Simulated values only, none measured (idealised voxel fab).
process module | voxel transistor to metal
cross-section cut | 195 nm wide | cells 5 nm
A cross-section is a grid of square cells, given in bands from the top down. A band is one or more rows of cells.
Each band's line starts with the height of the band's top and of its bottom, in nm. Then come its materials from left to right, each with its width in nm. One material with "throughout" fills the band from edge to edge. "air" is empty space.
Height 0 is the level under which the wafer as received is all one material. The lowest band goes on downwards, as in "0 down".
A width such as "30 to 40" changes by the same amount from each row of cells to the next, from the band's top row to its bottom row.
"no change" after a step means that no cell of the cross-section changed.
closed voids: empty space of 8 cells or more with no open way to the top, each as width x height at its distance from the left edge, in nm
after a step's settings: what the simulator itself notes on the step
overlay nm, on a step with a mask: how far to the right of its planned place the mask lay; to the left if negative
plan
1 op RECEIVE | material Si
2 op OXIDIZE | depth nm 5
3 op CONFORMAL_DEP | material SiN | thk nm 5
4 op PATTERN | tone cover | mask id ACTIVE | material resist | width nm 115 | thk nm 20 | overlay nm 0
5 op DIRECTIONAL_ETCH | etch materials SiN | depth nm 10
6 op DIRECTIONAL_ETCH | etch materials SiO2 | depth nm 5
7 op DIRECTIONAL_ETCH | etch materials Si | depth nm 35
8 op STRIP | etch materials resist
9 op FILL_DEP | material SiO2 | thk nm 5
10 op CMP | height nm 10
11 op SELECTIVE_ETCH | etch materials SiO2 | depth nm 10
12 op STRIP | etch materials SiN
13 op SELECTIVE_ETCH | etch materials SiO2 | depth nm 5
14 op OXIDIZE | depth nm 5
15 op DIRECTIONAL_DEP | material polySi | thk nm 20
16 op DIRECTIONAL_DEP | material SiCN | thk nm 10
17 op MASKED_ETCH | tone cover | mask id GATE | width nm 25 | etch materials SiCN | depth nm 20 | overlay nm 0
18 op MASKED_ETCH | tone cover | mask id GATE | width nm 25 | etch materials polySi | depth nm 30 | overlay nm 0
19 op CONFORMAL_DEP | material SiN | thk nm 10
20 op DIRECTIONAL_ETCH | etch materials SiN | depth nm 10
21 op DIRECTIONAL_ETCH | etch materials SiO2 | depth nm 5
22 op DIRECTIONAL_ETCH | etch materials Si | depth nm 10
23 op EPI | material SiGe | thk nm 10
24 op FILL_DEP | material SiO2 | thk nm 5
25 op CMP | height nm 15
26 op STRIP | etch materials polySi
27 op SELECTIVE_ETCH | etch materials SiO2 | depth nm 5
28 op CONFORMAL_DEP | material HfO2 | thk nm 5
29 op CONFORMAL_DEP | material TiN | thk nm 5
30 op FILL_DEP | material W | thk nm 10
31 op CMP | height nm 10
32 op DIRECTIONAL_DEP | material SiO2 | thk nm 15
33 op MASKED_ETCH | tone open | mask id CONTACT | width nm 20 | pitch nm 75 | etch materials SiO2 | depth nm 35 | overlay nm 0
34 op CONFORMAL_DEP | material TiN | thk nm 5
35 op FILL_DEP | material W | thk nm 10
36 op CMP | height nm 25
37 op DIRECTIONAL_DEP | material TiN | thk nm 5
38 op DIRECTIONAL_DEP | material W | thk nm 20
39 op PATTERN | tone cover | mask id METAL_1 | material resist | width nm 20 | pitch nm 75 | thk nm 15 | overlay nm 0
40 op DIRECTIONAL_ETCH | etch materials W | depth nm 20
41 op DIRECTIONAL_ETCH | etch materials TiN | depth nm 5
42 op STRIP | etch materials resist
43 op CONFORMAL_DEP | material SiN | thk nm 5
44 op FILL_DEP | material lowk | thk nm 5
45 op CMP | height nm 50
46 op CONFORMAL_DEP | material SiCN | thk nm 5
varied across the wafers: thk nm of step 3. The plan shows the first wafer's value. All wafers start alike
first wafer as received, after step 1
  0 down: Si throughout
  closed voids: none
first wafer at the end, after step 46
  55 to 50: SiCN throughout
  50 to 30: lowk 45 | SiN 5 | W 20 | SiN 5 | lowk 45 | SiN 5 | W 20 | SiN 5 | lowk 45
  30 to 25: SiN 50 | TiN 20 | SiN 55 | TiN 20 | SiN 50
  25 to 10: SiO2 50 | TiN 5 | W 10 | TiN 5 | SiO2 55 | TiN 5 | W 10 | TiN 5 | SiO2 50
  10 to 0: SiO2 50 | TiN 5 | W 10 to 5 | TiN 5 to 10 | SiO2 5 | SiN 10 | HfO2 5 | TiN 5 | W 5 | TiN 5 | HfO2 5 | SiN 10 | SiO2 5 | TiN 5 to 10 | W 10 to 5 | TiN 5 | SiO2 50
  0 to -5: SiO2 50 | TiN 5 | W 5 | TiN 5 | SiGe 10 | SiN 10 | HfO2 5 | TiN 15 | HfO2 5 | SiN 10 | SiGe 10 | TiN 5 | W 5 | TiN 5 | SiO2 50
  -5 to -10: SiO2 50 | TiN 15 | SiGe 10 | SiO2 5 | HfO2 35 | SiO2 5 | SiGe 10 | TiN 15 | SiO2 50
  -10 to -20: SiO2 40 | SiGe 35 | Si 45 | SiGe 35 | SiO2 40
  -20 to -40: SiO2 40 | Si 115 | SiO2 40
  -40 down: Si throughout
  closed voids: none
last wafer at the end
  55 to 50: SiCN throughout
  50 to 30: lowk 45 | SiN 5 | W 20 | SiN 5 | lowk 45 | SiN 5 | W 20 | SiN 5 | lowk 45
  30 to 25: SiN 50 | TiN 20 | SiN 55 | TiN 20 | SiN 50
  25 to 10: SiO2 50 | TiN 5 | W 10 | TiN 5 | SiO2 55 | TiN 5 | W 10 | TiN 5 | SiO2 50
  10 to 0: SiO2 50 | TiN 5 | W 10 to 5 | TiN 5 to 10 | SiO2 5 | SiN 10 | HfO2 5 | TiN 5 | W 5 | TiN 5 | HfO2 5 | SiN 10 | SiO2 5 | TiN 5 to 10 | W 10 to 5 | TiN 5 | SiO2 50
  0 to -5: SiO2 50 | TiN 5 | W 5 | TiN 5 | SiGe 10 | SiN 10 | HfO2 5 | TiN 15 | HfO2 5 | SiN 10 | SiGe 10 | TiN 5 | W 5 | TiN 5 | SiO2 50
  -5 to -10: SiO2 50 | TiN 15 | SiGe 10 | SiO2 5 | HfO2 35 | SiO2 5 | SiGe 10 | TiN 15 | SiO2 50
  -10 to -20: SiGe 75 | Si 45 | SiGe 75
  -20 down: Si throughout
  closed voids: none
each wafer at the end: cells of each material gained (+) or lost (-) since it was received, then its closed voids
thk nm 5 | +13 HfO2 | -202 Si | +39 SiCN | +36 SiGe | +59 SiN | +275 SiO2 | +47 TiN | +54 W | +108 lowk | closed voids: none
thk nm 10 | +13 HfO2 | -202 Si | +39 SiCN | +36 SiGe | +59 SiN | +275 SiO2 | +47 TiN | +54 W | +108 lowk | closed voids: none
thk nm 15 | +13 HfO2 | -138 Si | +39 SiCN | +68 SiGe | +59 SiN | +179 SiO2 | +47 TiN | +54 W | +108 lowk | closed voids: none
thk nm 20 | +13 HfO2 | -138 Si | +39 SiCN | +68 SiGe | +59 SiN | +179 SiO2 | +47 TiN | +54 W | +108 lowk | closed voids: none
thk nm 25 | +13 HfO2 | -138 Si | +39 SiCN | +68 SiGe | +59 SiN | +179 SiO2 | +47 TiN | +54 W | +108 lowk | closed voids: none
